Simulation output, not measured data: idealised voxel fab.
Proc. module: voxel ribs on slabs
The figure presents cross-section cut, which has a width of 270 nm and is divided into square cells with an edge length of 5 nm.
A cross-section in this document is a grid of square cells, and it is written down as bands, the top band listed before the ones below it; a band is made up of one or more rows of cells. Each band's line starts with the height of the band's top and of its bottom, in nm. Then come its materials from left to right, each with its width in nm. One material with "everywhere" fills the band from edge to edge. "blank" is empty space. Height datum 0, below which the as-received substrate wafer is one material. Lowest band open at the bottom, running downward: "top 0, no bottom". So if you see something like "30..40" for the width, read it as the top row of the band sitting at the first number and the bottom row at the second, with every row in between moving by the same amount as the last. The designation "everything unchanged", where it is given for a processing step, indicates that no cell of the cross-section was altered in the course of that step. Under "Closed void inventory" you'll find the enclosed gaps, the ones with no way out to the top, that are 8 cells or bigger; each reads width x height at distance, with distance counted from the left edge, everything in nm. The remark found on a step's line after its settings is issued by the simulator itself and pertains to that step. overlay nm: how far to the right of its planned place the mask lay on this masked step (negative: to the left).

Planned step list for the process:
step 1: RECEIVE: material Si
step 2: DIRECTIONAL_DEP: material SiO2, thk nm 30
step 3: DIRECTIONAL_DEP: material SiN, thk nm 20
step 4: PATTERN: tone cover, mask id RIB, material resist, width nm 25, thk nm 20, overlay nm 0
step 5: DIRECTIONAL_ETCH: etch materials SiN, depth nm 15
step 6: STRIP: etch materials resist
step 7: PATTERN: tone cover, mask id SLAB, material resist, width nm 55, thk nm 20, overlay nm 0
step 8: DIRECTIONAL_ETCH: etch materials SiN, depth nm 5
step 9: STRIP: etch materials resist
step 10: FILL_DEP: material SiO2, thk nm 15
step 11: CMP: height nm 60
step 12: DIRECTIONAL_DEP: material W, thk nm 10
step 13: MASKED_ETCH: tone cover, mask id HEATER, width nm 35, etch materials W, depth nm 10, overlay nm 0
step 14: CONFORMAL_DEP: material SiN, thk nm 5

Of two wafers, the first: run according to plan:

Cross-section of the wafer upon arrival, representing the state reached after step 1:
- top 0, no bottom: Si everywhere
- Closed void inventory: none

After step 2, in cross-section:
- top 30, bottom 0: SiO2 everywhere
- Below 0, the layers are the same as they were.

After step 3, in cross-section:
- top 50, bottom 30: SiN everywhere
- Below 30, the layers are the same as they were.

After step 4, in cross-section:
- top 70, bottom 50: blank (120) / resist (25) / blank (125)
- Below 50, the layers are the same as they were.

After step 5, in cross-section:
- top 70, bottom 50: blank (120) / resist (25) / blank (125)
- top 50, bottom 35: blank (120) / SiN (25) / blank (125)
- Below 35, the layers are the same as they were.

After step 6, in cross-section:
- top 50, bottom 35: blank (120) / SiN (25) / blank (125)
- Below 35, the layers are the same as they were.

After step 7, in cross-section:
- top 70, bottom 50: blank (105) / resist (55) / blank (110)
- top 50, bottom 35: blank (105) / resist (15) / SiN (25) / resist (15) / blank (110)
- Below 35, the layers are the same as they were.

After step 8, in cross-section:
- top 70, bottom 50: blank (105) / resist (55) / blank (110)
- top 50, bottom 35: blank (105) / resist (15) / SiN (25) / resist (15) / blank (110)
- top 35, bottom 30: blank (105) / SiN (55) / blank (110)
- Below 30, the layers are the same as they were.

After step 9, in cross-section:
- top 50, bottom 35: blank (120) / SiN (25) / blank (125)
- Below 35, the layers are the same as they were.

After step 10, in cross-section:
- top 65, bottom 50: SiO2 everywhere
- top 50, bottom 35: SiO2 (120) / SiN (25) / SiO2 (125)
- top 35, bottom 30: SiO2 (105) / SiN (55) / SiO2 (110)
- Below 30, the layers are the same as they were.

After step 11, in cross-section:
- top 60, bottom 50: SiO2 everywhere
- Below 50, the layers are the same as they were.

After step 12, in cross-section:
- top 70, bottom 60: W everywhere
- Below 60, the layers are the same as they were.

After step 13, in cross-section:
- top 70, bottom 60: blank (115) / W (35) / blank (120)
- Below 60, the layers are the same as they were.

After step 14, in cross-section:
- top 75, bottom 70: blank (110) / SiN (45) / blank (115)
- top 70, bottom 65: blank (110) / SiN (5) / W (35) / SiN (5) / blank (115)
- top 65, bottom 60: SiN (115) / W (35) / SiN (120)
- Below 60, the layers are the same as they were.

Second wafer, same starting conditions and recipe as the first, one mistake in executing it, nothing differs from the first up to and including step 2:

Cross-sectional view of the second wafer at the intended end time of process step 3:
- top 70, bottom 30: SiN everywhere
- Below 30, the layers are the same as they were.

Cross-sectional view of the second wafer at the intended end time of process step 4:
- top 90, bottom 70: blank (120) / resist (25) / blank (125)
- Below 70, the layers are the same as they were.

Cross-sectional view of the second wafer at the intended end time of process step 5:
- top 90, bottom 70: blank (120) / resist (25) / blank (125)
- top 70, bottom 55: blank (120) / SiN (25) / blank (125)
- Below 55, the layers are the same as they were.

Cross-sectional view of the second wafer at the intended end time of process step 6:
- top 70, bottom 55: blank (120) / SiN (25) / blank (125)
- Below 55, the layers are the same as they were.

Cross-sectional view of the second wafer at the intended end time of process step 7:
- top 90, bottom 70: blank (105) / resist (55) / blank (110)
- top 70, bottom 55: blank (105) / resist (15) / SiN (25) / resist (15) / blank (110)
- Below 55, the layers are the same as they were.

Cross-sectional view of the second wafer at the intended end time of process step 8:
- top 90, bottom 70: blank (105) / resist (55) / blank (110)
- top 70, bottom 55: blank (105) / resist (15) / SiN (25) / resist (15) / blank (110)
- top 55, bottom 50: blank (105) / SiN (55) / blank (110)
- Below 50, the layers are the same as they were.

Cross-sectional view of the second wafer at the intended end time of process step 9:
- top 70, bottom 55: blank (120) / SiN (25) / blank (125)
- Below 55, the layers are the same as they were.

Cross-sectional view of the second wafer at the intended end time of process step 10:
- top 85, bottom 70: SiO2 everywhere
- top 70, bottom 55: SiO2 (120) / SiN (25) / SiO2 (125)
- top 55, bottom 50: SiO2 (105) / SiN (55) / SiO2 (110)
- Below 50, the layers are the same as they were.

Cross-sectional view of the second wafer at the intended end time of process step 11:
- top 60, bottom 50: SiO2 (120..105) / SiN (25..55) / SiO2 (125..110)
- Below 50, the layers are the same as they were.

Cross-sectional view of the second wafer at the intended end time of process step 12:
- top 70, bottom 60: W everywhere
- Below 60, the layers are the same as they were.

Cross-sectional view of the second wafer at the intended end time of process step 13:
- top 70, bottom 60: blank (115) / W (35) / blank (120)
- Below 60, the layers are the same as they were.

Cross-sectional view of the second wafer at the intended end time of process step 14:
- top 75, bottom 70: blank (110) / SiN (45) / blank (115)
- top 70, bottom 65: blank (110) / SiN (5) / W (35) / SiN (5) / blank (115)
- top 65, bottom 60: SiN (115) / W (35) / SiN (120)
- Below 60, the layers are the same as they were.
Nonconformance to the process plan: regarding the plan, step 3 was run twice
At the finish, the second wafer shows more or fewer cells for some materials than the first does: 206 more of SiN, 206 fewer of SiO2
